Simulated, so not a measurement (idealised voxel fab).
process module | voxel spacer lines
cross-section cut | 250 nm wide | cells 5 nm
A cross-section is a grid of square cells, given in bands from the top down. A band is one or more rows of cells.
Each band's line starts with the height of the band's top and of its bottom, in nm. Then come its materials from left to right, each with its width in nm. One material with "throughout" fills the band from edge to edge. "air" is empty space.
Height 0 is the level under which the wafer as received is all one material. The lowest band goes on downwards, as in "0 down".
A width such as "30 to 40" changes by the same amount from each row of cells to the next, from the band's top row to its bottom row.
"no change" after a step means that no cell of the cross-section changed.
closed voids: empty space of 8 cells or more with no open way to the top, each as width x height at its distance from the left edge, in nm
after a step's settings: what the simulator itself notes on the step
overlay nm, on a step with a mask: how far to the right of its planned place the mask lay; to the left if negative
plan
1 op RECEIVE | material Si
2 op CONFORMAL_DEP | material Al2O3 | thk nm 5
3 op DIRECTIONAL_DEP | material SiN | thk nm 15
4 op DIRECTIONAL_DEP | material aC | thk nm 30
5 op PATTERN | tone cover | mask id MANDREL | material resist | width nm 25 | pitch nm 70 | thk nm 35 | overlay nm 0
6 op DIRECTIONAL_ETCH | etch materials aC | depth nm 30
7 op STRIP | etch materials resist
8 op CONFORMAL_DEP | material SiO2 | thk nm 10
9 op DIRECTIONAL_ETCH | etch materials SiO2 | depth nm 10
10 op STRIP | etch materials aC
11 op DIRECTIONAL_ETCH | etch materials SiN | depth nm 15
12 op STRIP | etch materials SiO2
first wafer, as planned
as received, after step 1
  0 down: Si throughout
  closed voids: none
after step 2
  5 to 0: Al2O3 throughout
  below 0: unchanged
after step 3
  20 to 5: SiN throughout
  below 5: unchanged
after step 4
  50 to 20: aC throughout
  below 20: unchanged
after step 5
  85 to 50: air 40 | resist 25 | air 45 | resist 25 | air 45 | resist 25 | air 45
  below 50: unchanged
after step 6
  55 to 50: air 40 | resist 25 | air 45 | resist 25 | air 45 | resist 25 | air 45
  50 to 20: air 40 | aC 25 | air 45 | aC 25 | air 45 | aC 25 | air 45
  below 20: unchanged
after step 7
  50 to 20: air 40 | aC 25 | air 45 | aC 25 | air 45 | aC 25 | air 45
  below 20: unchanged
after step 8
  60 to 50: air 30 | SiO2 45 | air 25 | SiO2 45 | air 25 | SiO2 45 | air 35
  50 to 30: air 30 | SiO2 10 | aC 25 | SiO2 10 | air 25 | SiO2 10 | aC 25 | SiO2 10 | air 25 | SiO2 10 | aC 25 | SiO2 10 | air 35
  30 to 20: SiO2 40 | aC 25 | SiO2 45 | aC 25 | SiO2 45 | aC 25 | SiO2 45
  below 20: unchanged
after step 9
  50 to 20: air 30 | SiO2 10 | aC 25 | SiO2 10 | air 25 | SiO2 10 | aC 25 | SiO2 10 | air 25 | SiO2 10 | aC 25 | SiO2 10 | air 35
  below 20: unchanged
after step 10
  50 to 20: air 30 | SiO2 10 | air 25 | SiO2 10 | air 25 | SiO2 10 | air 25 | SiO2 10 | air 25 | SiO2 10 | air 25 | SiO2 10 | air 35
  below 20: unchanged
after step 11
  50 to 20: air 30 | SiO2 10 | air 25 | SiO2 10 | air 25 | SiO2 10 | air 25 | SiO2 10 | air 25 | SiO2 10 | air 25 | SiO2 10 | air 35
  20 to 5: air 30 | SiN 10 | air 25 | SiN 10 | air 25 | SiN 10 | air 25 | SiN 10 | air 25 | SiN 10 | air 25 | SiN 10 | air 35
  below 5: unchanged
after step 12
  20 to 5: air 30 | SiN 10 | air 25 | SiN 10 | air 25 | SiN 10 | air 25 | SiN 10 | air 25 | SiN 10 | air 25 | SiN 10 | air 35
  below 5: unchanged
second wafer: like start, like plan, one mistake. Through step 9 it matches the first wafer
when step 10 should have ended
  50 to 20: air 40 | aC 25 | air 45 | aC 25 | air 45 | aC 25 | air 45
  below 20: unchanged
when step 11 should have ended
  50 to 20: air 40 | aC 25 | air 45 | aC 25 | air 45 | aC 25 | air 45
  20 to 5: air 40 | SiN 25 | air 45 | SiN 25 | air 45 | SiN 25 | air 45
  below 5: unchanged
when step 12 should have ended: no change
what went wrong: step 10 ran as: op STRIP | etch materials SiO2
at the end the second wafer has, in cells: 9 more of SiN | 90 more of aC
